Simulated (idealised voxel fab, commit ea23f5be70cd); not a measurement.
The document below concerns the process module designated voxel spacer lines.
Section cut is 265 nm wide and gridded with 5 nm square cells.
Think of the cross-section as a grid of square cells. We describe it in bands, top to bottom, and each band covers one or more rows of those cells. Top height, bottom height, nm. Materials left to right, width each, nm. Single material + "throughout" = fills band edge to edge. "blank" = empty. Basically, 0 is our baseline, since under it the wafer straight out of the box is all one material. The bottom band has no lower end and keeps on going down, so it looks like "0 -> down". Top row gets the first number, bottom row gets the second, and each row in between changes by the same step: that is how a band width like "30..40" works. Step marked "identical to before"? Then no cell in the cross-section changed in it. This entry, "Enclosed void listing", enumerates those empty regions of no fewer than 8 cells that possess no open connection to the top. Each region is reported in the form width x height at distance, the distance being taken from the left edge, with all three quantities expressed in nm. That trailing text on a step's line, after the settings, is the simulator's own remark on the step. overlay nm: step with mask; distance mask lay right of planned place; negative value = left of planned place.

Listed below are the process steps as planned
1,RECEIVE, material Si
2,CONFORMAL_DEP, material SiO2, thk nm 10
3,DIRECTIONAL_DEP, material polySi, thk nm 20
4,DIRECTIONAL_DEP, material aC, thk nm 20
5,PATTERN, tone cover, mask id MANDREL, material resist, width nm 20, pitch nm 60, thk nm 30, overlay nm 0
6,DIRECTIONAL_ETCH, etch materials aC, depth nm 20
7,STRIP, etch materials resist
8,CONFORMAL_DEP, material SiN, thk nm 10
9,DIRECTIONAL_ETCH, etch materials SiN, depth nm 10
10,STRIP, etch materials aC
11,DIRECTIONAL_ETCH, etch materials polySi, depth nm 20
12,STRIP, etch materials SiN
13,FILL_DEP, material SiO2, thk nm 5
14,CMP, height nm 30

Wafer cross-section on receipt, i.e. after step 1
    0 -> down  Si throughout
    Enclosed void listing: none

The plan above was carried out on the starting structure above with one mistake, and this cross-section shows the wafer at the end of the module
    30 -> 10  60 of SiO2, then 10 of polySi, then 20 of SiO2, then 10 of polySi, then 20 of SiO2, then 10 of polySi, then 20 of SiO2, then 10 of polySi, then 20 of SiO2, then 10 of polySi, then 20 of SiO2, then 10 of polySi, then 45 of SiO2
    10 -> 0  SiO2 throughout
    0 -> down  Si throughout
    Enclosed void listing: none
Short version of what went wrong: off-plan run, step 5, actual operation and settings PATTERN, tone cover, mask id MANDREL, material resist, width nm 20, pitch nm 60, thk nm 30, overlay nm 10
